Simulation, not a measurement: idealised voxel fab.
A process module follows: voxel trench capacitor.
This is section cut - it's 200 nm across, gridded in 5 nm square cells.
Cross-section, as written here: a square-cell grid given band by band from the top down, where a band holds one or more rows of cells.
First you get the band's top height and its bottom height, in nm, and then the materials it's made of, left to right, with each width in nm. If you see a single material with "throughout", that one covers the band edge to edge. "air" is empty space.
Beneath 0, the wafer as received is one material, and that level is where height counting begins. The lowest band goes on downward without a bottom; it is written like "0 -> down".
A two-number width, for instance "30->40", indicates that the width is equal to the first number in the top row of the band and to the second number in the bottom row, and that it changes by a constant amount per row of cells.
Take "no modification" at face value: in the step it is given for, the cross-section changed in none of its cells.
Closed-off voids of 8+ cells (no open route to the top) go in "Cavities, sealed", written width x height at distance from the left edge, in nm.
Whatever follows a step's settings on its line is a remark the simulator itself makes about that step.
For masked steps, "overlay nm" on the step line gives how far right of plan the mask actually lay; a minus sign means it lay to the left.
**Process steps foreseen in the plan**
- 1: RECEIVE with material Si
- 2: CONFORMAL_DEP with material SiN, thk nm 5
- 3: DIRECTIONAL_DEP with material aC, thk nm 10
- 4: PATTERN with tone open, mask id TRENCH, material resist, width nm 25, pitch nm 55, thk nm 30, overlay nm 0
- 5: DIRECTIONAL_ETCH with etch materials aC, depth nm 10
- 6: STRIP with etch materials resist
- 7: DIRECTIONAL_ETCH with etch materials SiN, depth nm 5
- 8: DIRECTIONAL_ETCH with etch materials Si, depth nm 35
- 9: STRIP with etch materials aC
- 10: CONFORMAL_DEP with material Al2O3, thk nm 5
- 11: FILL_DEP with material polySi, thk nm 5
- 12: CMP with height nm 5
**The first wafer of two, processed as planned**
**Step 1 complete: cross-section of the wafer as received**
- 0 -> down = Si throughout
- Cavities, sealed: none
**Wafer after step 2 (cross-section)**
- 5 -> 0 = SiN throughout
- Below 0 it's all the same as before, nothing changed down there.
**Wafer after step 3 (cross-section)**
- 15 -> 5 = aC throughout
- Below 5 it's all the same as before, nothing changed down there.
**Wafer after step 4 (cross-section)**
- 45 -> 15 = resist 60 nm, air 25 nm, resist 30 nm, air 25 nm, resist 60 nm
- Below 15 it's all the same as before, nothing changed down there.
**Wafer after step 5 (cross-section)**
- 35 -> 15 = resist 60 nm, air 25 nm, resist 30 nm, air 25 nm, resist 60 nm
- 15 -> 5 = aC 60 nm, air 25 nm, aC 30 nm, air 25 nm, aC 60 nm
- Below 5 it's all the same as before, nothing changed down there.
**Wafer after step 6 (cross-section)**
- 15 -> 5 = aC 60 nm, air 25 nm, aC 30 nm, air 25 nm, aC 60 nm
- Below 5 it's all the same as before, nothing changed down there.
**Wafer after step 7 (cross-section)**
- 15 -> 5 = aC 60 nm, air 25 nm, aC 30 nm, air 25 nm, aC 60 nm
- 5 -> 0 = SiN 60 nm, air 25 nm, SiN 30 nm, air 25 nm, SiN 60 nm
- Below 0 it's all the same as before, nothing changed down there.
**Wafer after step 8 (cross-section)**
- 15 -> 5 = aC 60 nm, air 25 nm, aC 30 nm, air 25 nm, aC 60 nm
- 5 -> 0 = SiN 60 nm, air 25 nm, SiN 30 nm, air 25 nm, SiN 60 nm
- 0 -> -35 = Si 60 nm, air 25 nm, Si 30 nm, air 25 nm, Si 60 nm
- Below -35 it's all the same as before, nothing changed down there.
**Wafer after step 9 (cross-section)**
- 5 -> 0 = SiN 60 nm, air 25 nm, SiN 30 nm, air 25 nm, SiN 60 nm
- Below 0 it's all the same as before, nothing changed down there.
**Wafer after step 10 (cross-section)**
- 10 -> 5 = Al2O3 65 nm, air 15 nm, Al2O3 40 nm, air 15 nm, Al2O3 65 nm
- 5 -> 0 = SiN 60 nm, Al2O3 5 nm, air 15 nm, Al2O3 5 nm, SiN 30 nm, Al2O3 5 nm, air 15 nm, Al2O3 5 nm, SiN 60 nm
- 0 -> -30 = Si 60 nm, Al2O3 5 nm, air 15 nm, Al2O3 5 nm, Si 30 nm, Al2O3 5 nm, air 15 nm, Al2O3 5 nm, Si 60 nm
- -30 -> -35 = Si 60 nm, Al2O3 25 nm, Si 30 nm, Al2O3 25 nm, Si 60 nm
- Below -35 it's all the same as before, nothing changed down there.
**Wafer after step 11 (cross-section)**
- 15 -> 10 = polySi throughout
- 10 -> 5 = Al2O3 65 nm, polySi 15 nm, Al2O3 40 nm, polySi 15 nm, Al2O3 65 nm
- 5 -> 0 = SiN 60 nm, Al2O3 5 nm, polySi 15 nm, Al2O3 5 nm, SiN 30 nm, Al2O3 5 nm, polySi 15 nm, Al2O3 5 nm, SiN 60 nm
- 0 -> -30 = Si 60 nm, Al2O3 5 nm, polySi 15 nm, Al2O3 5 nm, Si 30 nm, Al2O3 5 nm, polySi 15 nm, Al2O3 5 nm, Si 60 nm
- Below -30 it's all the same as before, nothing changed down there.
**Wafer after step 12 (cross-section)**
- 5 -> 0 = SiN 60 nm, Al2O3 5 nm, polySi 15 nm, Al2O3 5 nm, SiN 30 nm, Al2O3 5 nm, polySi 15 nm, Al2O3 5 nm, SiN 60 nm
- Below 0 it's all the same as before, nothing changed down there.
**Second Wafer (Identical Start and Plan, One Processing Error; Matches First Wafer Through Step 3)**
**Cross-section, second wafer, at the end time the plan gives for step 4**
- 45 -> 15 = resist 65 nm, air 20 nm, resist 35 nm, air 20 nm, resist 60 nm
- Below 15 it's all the same as before, nothing changed down there.
**Cross-section, second wafer, at the end time the plan gives for step 5**
- 35 -> 15 = resist 65 nm, air 20 nm, resist 35 nm, air 20 nm, resist 60 nm
- 15 -> 5 = aC 65 nm, air 20 nm, aC 35 nm, air 20 nm, aC 60 nm
- Below 5 it's all the same as before, nothing changed down there.
**Cross-section, second wafer, at the end time the plan gives for step 6**
- 15 -> 5 = aC 65 nm, air 20 nm, aC 35 nm, air 20 nm, aC 60 nm
- Below 5 it's all the same as before, nothing changed down there.
**Cross-section, second wafer, at the end time the plan gives for step 7**
- 15 -> 5 = aC 65 nm, air 20 nm, aC 35 nm, air 20 nm, aC 60 nm
- 5 -> 0 = SiN 65 nm, air 20 nm, SiN 35 nm, air 20 nm, SiN 60 nm
- Below 0 it's all the same as before, nothing changed down there.
**Cross-section, second wafer, at the end time the plan gives for step 8**
- 15 -> 5 = aC 65 nm, air 20 nm, aC 35 nm, air 20 nm, aC 60 nm
- 5 -> 0 = SiN 65 nm, air 20 nm, SiN 35 nm, air 20 nm, SiN 60 nm
- 0 -> -35 = Si 65 nm, air 20 nm, Si 35 nm, air 20 nm, Si 60 nm
- Below -35 it's all the same as before, nothing changed down there.
**Cross-section, second wafer, at the end time the plan gives for step 9**
- 5 -> 0 = SiN 65 nm, air 20 nm, SiN 35 nm, air 20 nm, SiN 60 nm
- Below 0 it's all the same as before, nothing changed down there.
**Cross-section, second wafer, at the end time the plan gives for step 10**
- 10 -> 5 = Al2O3 70 nm, air 10 nm, Al2O3 45 nm, air 10 nm, Al2O3 65 nm
- 5 -> 0 = SiN 65 nm, Al2O3 5 nm, air 10 nm, Al2O3 5 nm, SiN 35 nm, Al2O3 5 nm, air 10 nm, Al2O3 5 nm, SiN 60 nm
- 0 -> -30 = Si 65 nm, Al2O3 5 nm, air 10 nm, Al2O3 5 nm, Si 35 nm, Al2O3 5 nm, air 10 nm, Al2O3 5 nm, Si 60 nm
- -30 -> -35 = Si 65 nm, Al2O3 20 nm, Si 35 nm, Al2O3 20 nm, Si 60 nm
- Below -35 it's all the same as before, nothing changed down there.
**Cross-section, second wafer, at the end time the plan gives for step 11**
- 15 -> 10 = polySi throughout
- 10 -> 5 = Al2O3 70 nm, polySi 10 nm, Al2O3 45 nm, polySi 10 nm, Al2O3 65 nm
- 5 -> 0 = SiN 65 nm, Al2O3 5 nm, polySi 10 nm, Al2O3 5 nm, SiN 35 nm, Al2O3 5 nm, polySi 10 nm, Al2O3 5 nm, SiN 60 nm
- 0 -> -30 = Si 65 nm, Al2O3 5 nm, polySi 10 nm, Al2O3 5 nm, Si 35 nm, Al2O3 5 nm, polySi 10 nm, Al2O3 5 nm, Si 60 nm
- Below -30 it's all the same as before, nothing changed down there.
**Cross-section, second wafer, at the end time the plan gives for step 12**
- 5 -> 0 = SiN 65 nm, Al2O3 5 nm, polySi 10 nm, Al2O3 5 nm, SiN 35 nm, Al2O3 5 nm, polySi 10 nm, Al2O3 5 nm, SiN 60 nm
- Below 0 it's all the same as before, nothing changed down there.
Plan not followed: step 4, actual vs plan mismatch, actual run PATTERN with tone open, mask id TRENCH, material resist, width nm 20, pitch nm 55, thk nm 30, overlay nm 0
Counted in cells at the end, the second wafer holds more or fewer of these materials than the first: Al2O3 -2; Si +14; SiN +2; polySi -14
